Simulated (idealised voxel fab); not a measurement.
voxel tone inversion: a process module
Square cell edge 5 nm, section width 210 nm, ID cut.
Notation: cross-section as square-cell grid; stated in bands, top first, going down; one or more cell rows per band.
For a band, the entry starts with two heights in nm, that of the top and then that of the bottom, and carries on with the band's materials in order from left to right, each alongside its width in nm; the word "all across" beside a single material means it fills the band edge to edge, and "blank" means empty space.
Heights are expressed relative to 0, this being the level below which the as-received wafer comprises one material exclusively. The lowest band is unbounded in the downward direction and is denoted as in "0 down".
So if you see something like "30->40" for the width, read it as the top row of the band sitting at the first number and the bottom row at the second, with every row in between moving by the same amount as the last.
What does "no alteration" mean for a step? It means no cell of the cross-section changed in that step.
Entry "Trapped void list" = empty spaces >= 8 cells with no open way to the top; each as width x height at distance, distance from left edge, all nm.
Post-settings text on a step line: simulator's own remark regarding the step.
Steps that use a mask can have "overlay nm" on their line. It says how far the mask sat to the right of where it was meant to be. Negative means to the left.
THE STEPS PLANNED FOR THE PROCESS ARE AS FOLLOWS
1. op RECEIVE | material Si
2. op CONFORMAL_DEP | material SiCN | thk nm 5
3. op DIRECTIONAL_DEP | material aC | thk nm 20
4. op PATTERN | tone cover | mask id POSTS | material resist | width nm 15 | pitch nm 45 | thk nm 30 | overlay nm 0
5. op DIRECTIONAL_ETCH | etch materials aC | depth nm 20
6. op STRIP | etch materials resist
7. op FILL_DEP | material SiO2 | thk nm 5
8. op CMP | height nm 25
9. op STRIP | etch materials aC
CROSS-SECTION: WAFER ON ARRIVAL = AFTER STEP 1
	0 down: Si all across
	Trapped void list: none
END-OF-MODULE XS, FIRST OF TWO WAFERS, RUN AS PLANNED
	25 to 5: SiO2 75 nm; blank 15 nm; SiO2 30 nm; blank 15 nm; SiO2 75 nm
	5 to 0: SiCN all across
	0 down: Si all across
	Trapped void list: none
END-OF-MODULE CROSS-SECTION OF THE SECOND WAFER: IDENTICAL STARTING POINT AND PROCESS PLAN TO THE FIRST, WITH ONE PROCESSING MISTAKE
	25 to 20: SiO2 all across
	20 to 5: SiO2 75 nm; aC 15 nm; SiO2 30 nm; aC 15 nm; SiO2 75 nm
	5 to 0: SiCN all across
	0 down: Si all across
	Trapped void list: none
Processing error: step 3: run off-plan, actual operation and settings op DIRECTIONAL_DEP | material aC | thk nm 15
Final cells, second wafer relative to first, materials higher or lower: 6 more of SiO2; 18 more of aC
